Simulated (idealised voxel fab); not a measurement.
The name of this process module is voxel ribs on slabs.
The width of the displayed cross-section, cut, is 285 nm; its cells are square, with a size of 5 nm.
Throughout this document, each cross-section is represented as a grid of square cells and is presented as a sequence of bands enumerated from the top downward, where a band comprises one or more rows of cells.
A band entry consists of two parts. The first gives the height of the band's top and the height of its bottom, in nm. The rest lists the band's materials from left to right, each with its width in nm. A single material labelled with the word "edge to edge" fills the band from edge to edge, and the word "empty" marks empty space.
Basically, 0 is our baseline, since under it the wafer straight out of the box is all one material. The bottom band has no lower end and keeps on going down, so it looks like "0 -> down".
So if you see something like "30->40" for the width, read it as the top row of the band sitting at the first number and the bottom row at the second, with every row in between moving by the same amount as the last.
It should be understood that the words "left unchanged", when stated for a given step, signify that the cross-section underwent no change in any of its cells during that step.
"Enclosed empty spaces": empty spaces of 8 cells or more with no open way to the top, each given as width x height at distance, distance from the left edge, all in nm.
Note: text after step settings on the step line = simulator remark on that step.
On any step carrying a mask, the "overlay nm" setting, if present on the step's line, tells how far right of its planned place the mask lay; negative values point to the left.
This section lists the process steps that were planned:
1. RECEIVE (material Si)
2. DIRECTIONAL_DEP (material SiO2; thk nm 30)
3. DIRECTIONAL_DEP (material SiN; thk nm 20)
4. DIRECTIONAL_DEP (material aC; thk nm 15)
5. PATTERN (tone cover; mask id RIB; material resist; width nm 30; thk nm 30; overlay nm -15)
6. DIRECTIONAL_ETCH (etch materials aC; depth nm 15)
7. STRIP (etch materials resist)
8. DIRECTIONAL_ETCH (etch materials SiN; depth nm 5)
9. STRIP (etch materials aC)
10. DIRECTIONAL_DEP (material aC; thk nm 15)
11. PATTERN (tone cover; mask id SLAB; material resist; width nm 60; thk nm 35; overlay nm 0)
12. DIRECTIONAL_ETCH (etch materials aC; depth nm 15)
13. STRIP (etch materials resist)
14. DIRECTIONAL_ETCH (etch materials SiN; depth nm 15)
15. STRIP (etch materials aC)
16. FILL_DEP (material SiO2; thk nm 25)
17. CMP (height nm 65)
18. DIRECTIONAL_DEP (material W; thk nm 10)
19. PATTERN (tone cover; mask id HEATER; material resist; width nm 40; thk nm 20; overlay nm 0)
20. DIRECTIONAL_ETCH (etch materials W; depth nm 10)
21. STRIP (etch materials resist)
22. CONFORMAL_DEP (material SiN; thk nm 10)
Where the wafers of this document differ is in the overlay nm of step 5; they start out the same, and the plan states the value that applied to the first wafer.
The first of several wafers, as received after step 1, seen in section:
* 0 -> down  Si edge to edge
* Enclosed empty spaces: none
Cross-section, first of several wafers, end of module, after last step 22:
* 85 -> 75  110 empty, 60 SiN, 115 empty
* 75 -> 65  120 SiN, 40 W, 125 SiN
* 65 -> 50  SiO2 edge to edge
* 50 -> 45  110 SiO2, 30 SiN, 145 SiO2
* 45 -> 30  110 SiO2, 60 SiN, 115 SiO2
* 30 -> 0  SiO2 edge to edge
* 0 -> down  Si edge to edge
* Enclosed empty spaces: none
The last wafer as seen in cross-section at the end of the module:
* 85 -> 75  110 empty, 60 SiN, 115 empty
* 75 -> 65  120 SiN, 40 W, 125 SiN
* 65 -> 50  SiO2 edge to edge
* 50 -> 45  140 SiO2, 30 SiN, 115 SiO2
* 45 -> 30  110 SiO2, 60 SiN, 115 SiO2
* 30 -> 0  SiO2 edge to edge
* 0 -> down  Si edge to edge
* Enclosed empty spaces: none
So in this table every wafer gets its own row, and what you see is where it stands at the end of the module: for each material, how many cells it picked up (+) or gave up (-) since we received it, and after that its closed voids:
overlay nm -15; +164 SiN; +699 SiO2; +16 W; Enclosed empty spaces: none
overlay nm -10; +164 SiN; +699 SiO2; +16 W; Enclosed empty spaces: none
overlay nm -5; +164 SiN; +699 SiO2; +16 W; Enclosed empty spaces: none
overlay nm 0; +164 SiN; +699 SiO2; +16 W; Enclosed empty spaces: none
overlay nm 5; +164 SiN; +699 SiO2; +16 W; Enclosed empty spaces: none
overlay nm 10; +164 SiN; +699 SiO2; +16 W; Enclosed empty spaces: none
overlay nm 15; +164 SiN; +699 SiO2; +16 W; Enclosed empty spaces: none
